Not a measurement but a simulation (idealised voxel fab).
Herein follows the process module entitled voxel fin reveal.
Cross-section cut spans 285 nm and uses square cells 5 nm in size.
Reading order for cross-sections: top band down to bottom band. Underlying form: a grid of square cells. Band size: one or more rows of cells.
Quick guide to a band line: top height, bottom height (nm) up front; then every material left to right with its width in nm. Only one material and it's marked "throughout"? Then it fills the band edge to edge. And "air" just means empty space.
The reference from which all heights are counted is 0, the level beneath which the as-received wafer is entirely one material; the lowest band, having no lower bound, proceeds downward and is written after the example "0 nm and below".
The notation "30->40" denotes a width that varies across the rows of cells in the band, beginning at the first number in the top row, finishing at the second number in the bottom row, and changing by an identical amount from each row to the next.
"nothing changed" means the step left every cell of the cross-section as it was.
"Enclosed void list" - sealed voids, min. 8 cells, no opening to top; format: width x height at distance (distance from left edge; nm throughout).
Whatever follows a step's settings on its line is a remark the simulator itself makes about that step.
The setting "overlay nm" may be written on the line of a step. When the step uses a mask, the value reports how far to the right of the planned place the mask lay, and a negative value reports that it lay to the left.

THE PROCESS STEPS THAT WERE PLANNED ARE LISTED BELOW
1 RECEIVE, material Si
2 CONFORMAL_DEP, material SiN, thk nm 5
3 DIRECTIONAL_DEP, material aC, thk nm 10
4 PATTERN, tone cover, mask id FINS, material resist, width nm 15, pitch nm 45, thk nm 30, overlay nm -15
5 DIRECTIONAL_ETCH, etch materials aC, depth nm 10
6 STRIP, etch materials resist
7 DIRECTIONAL_ETCH, etch materials SiN, depth nm 5
8 DIRECTIONAL_ETCH, etch materials Si, depth nm 40
9 STRIP, etch materials aC
10 FILL_DEP, material SiO2, thk nm 15
11 CMP, height nm 5
12 SELECTIVE_ETCH, etch materials SiO2, depth nm 20
13 STRIP, etch materials SiN
14 CONFORMAL_DEP, material SiO2, thk nm 5
The overlay nm used in step 4 is not the same on every wafer, whereas the starting condition is; the value printed in the plan is the first wafer's.

SO THIS IS THE FIRST OF SEVERAL WAFERS, CROSS-SECTIONED AS IT CAME TO US, MEANING IT'S AT THE END OF STEP 1
> 0 nm and below = Si throughout
> Enclosed void list: none

AFTER THE MODULE'S FINAL STEP, STEP 14: THE FIRST OF SEVERAL WAFERS IN CROSS-SECTION
> 5 nm to 0 nm = air 70  SiO2 25  air 20  SiO2 25  air 20  SiO2 25  air 100
> 0 nm to -10 nm = air 70  SiO2 5  Si 15  SiO2 5  air 20  SiO2 5  Si 15  SiO2 5  air 20  SiO2 5  Si 15  SiO2 5  air 100
> -10 nm to -40 nm = SiO2 75  Si 15  SiO2 30  Si 15  SiO2 30  Si 15  SiO2 105
> -40 nm and below = Si throughout
> Enclosed void list: none

END OF MODULE: CROSS-SECTION, LAST OF SEVERAL WAFERS
> 5 nm to 0 nm = air 100  SiO2 25  air 20  SiO2 25  air 20  SiO2 25  air 70
> 0 nm to -10 nm = air 100  SiO2 5  Si 15  SiO2 5  air 20  SiO2 5  Si 15  SiO2 5  air 20  SiO2 5  Si 15  SiO2 5  air 70
> -10 nm to -40 nm = SiO2 105  Si 15  SiO2 30  Si 15  SiO2 30  Si 15  SiO2 75
> -40 nm and below = Si throughout
> Enclosed void list: none

BELOW: A ROW PER WAFER. CONTENTS AT END OF MODULE: FOR EVERY MATERIAL, CELLS GAINED SINCE RECEIPT (+) OR LOST SINCE RECEIPT (-); THEN CLOSED VOIDS
overlay nm -15 | -384 Si | +315 SiO2 | Enclosed void list: none
overlay nm -10 | -384 Si | +315 SiO2 | Enclosed void list: none
overlay nm -5 | -384 Si | +315 SiO2 | Enclosed void list: none
overlay nm 0 | -384 Si | +315 SiO2 | Enclosed void list: none
overlay nm 5 | -384 Si | +315 SiO2 | Enclosed void list: none
overlay nm 10 | -384 Si | +315 SiO2 | Enclosed void list: none
overlay nm 15 | -384 Si | +315 SiO2 | Enclosed void list: none
